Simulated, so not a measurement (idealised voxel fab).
Process module in this document: voxel quadruple lines
The cross-section shown here is cut; it is 170 nm wide and divided into square cells measuring 5 nm on a side.
Square cells in a grid make up a cross-section in this document, and the grid is given as bands, listed from the top down, each one or more rows of cells.
Band: top height; bottom height; in nm. Then, left to right: material with width in nm, for each material. "everywhere": a single material spanning edge to edge. "air": empty space.
Height is counted from the level 0, under which the received wafer is composed throughout of one material. The lowest of the bands is not closed at the bottom but continues downward, in the notation "0 and below".
The two numbers in a width such as "30 to 40" mark its ends across the band: the first belongs to the top row of cells, the second to the bottom row, and from each row to the next the width moves by the same amount.
Reading "nothing different" for a step: not a cell of the cross-section changed in it.
The entry "Sealed void inventory" lists the empty spaces that cover at least 8 cells and have no open path to the top. Each is written as width x height at distance, where the distance is measured from the left edge and all three values are in nm.
On each step's line, the part that comes after the settings is the simulator's own comment on the step.
overlay nm, on a step with a mask: how far to the right of its planned place the mask lay; to the left if negative
**The process steps that were planned are listed below**
1. RECEIVE [material Si]
2. CONFORMAL_DEP [material Al2O3] [thk nm 5]
3. DIRECTIONAL_DEP [material W] [thk nm 10]
4. DIRECTIONAL_DEP [material polySi] [thk nm 15]
5. DIRECTIONAL_DEP [material aC] [thk nm 25]
6. PATTERN [tone cover] [mask id MANDREL] [material resist] [width nm 30] [thk nm 35] [overlay nm -15]
7. DIRECTIONAL_ETCH [etch materials aC] [depth nm 25]
8. STRIP [etch materials resist]
9. CONFORMAL_DEP [material SiO2] [thk nm 10]
10. DIRECTIONAL_ETCH [etch materials SiO2] [depth nm 10]
11. STRIP [etch materials aC]
12. DIRECTIONAL_ETCH [etch materials polySi] [depth nm 15]
13. STRIP [etch materials SiO2]
14. CONFORMAL_DEP [material SiCN] [thk nm 10]
15. DIRECTIONAL_ETCH [etch materials SiCN] [depth nm 10]
16. STRIP [etch materials polySi]
17. DIRECTIONAL_ETCH [etch materials W] [depth nm 10]
18. STRIP [etch materials SiCN]
19. FILL_DEP [material lowk] [thk nm 10]
20. CMP [height nm 15]
varied across the wafers: overlay nm of step 6. The plan shows the first wafer's value. All wafers start alike
**Step 1 complete: as-received cross-section of the first of several wafers**
* 0 and below = Si everywhere
* Sealed void inventory: none
**End of module, by wafer: material-by-material cell gain (+) or loss (-) since receipt, then closed voids**
overlay nm -15 | +34 Al2O3 | +16 W | +52 lowk | Sealed void inventory: none
overlay nm -10 | +34 Al2O3 | +16 W | +52 lowk | Sealed void inventory: none
overlay nm -5 | +34 Al2O3 | +16 W | +52 lowk | Sealed void inventory: none
overlay nm 0 | +34 Al2O3 | +16 W | +52 lowk | Sealed void inventory: none
overlay nm 5 | +34 Al2O3 | +16 W | +52 lowk | Sealed void inventory: none
overlay nm 10 | +34 Al2O3 | +16 W | +52 lowk | Sealed void inventory: none
overlay nm 15 | +34 Al2O3 | +16 W | +52 lowk | Sealed void inventory: none
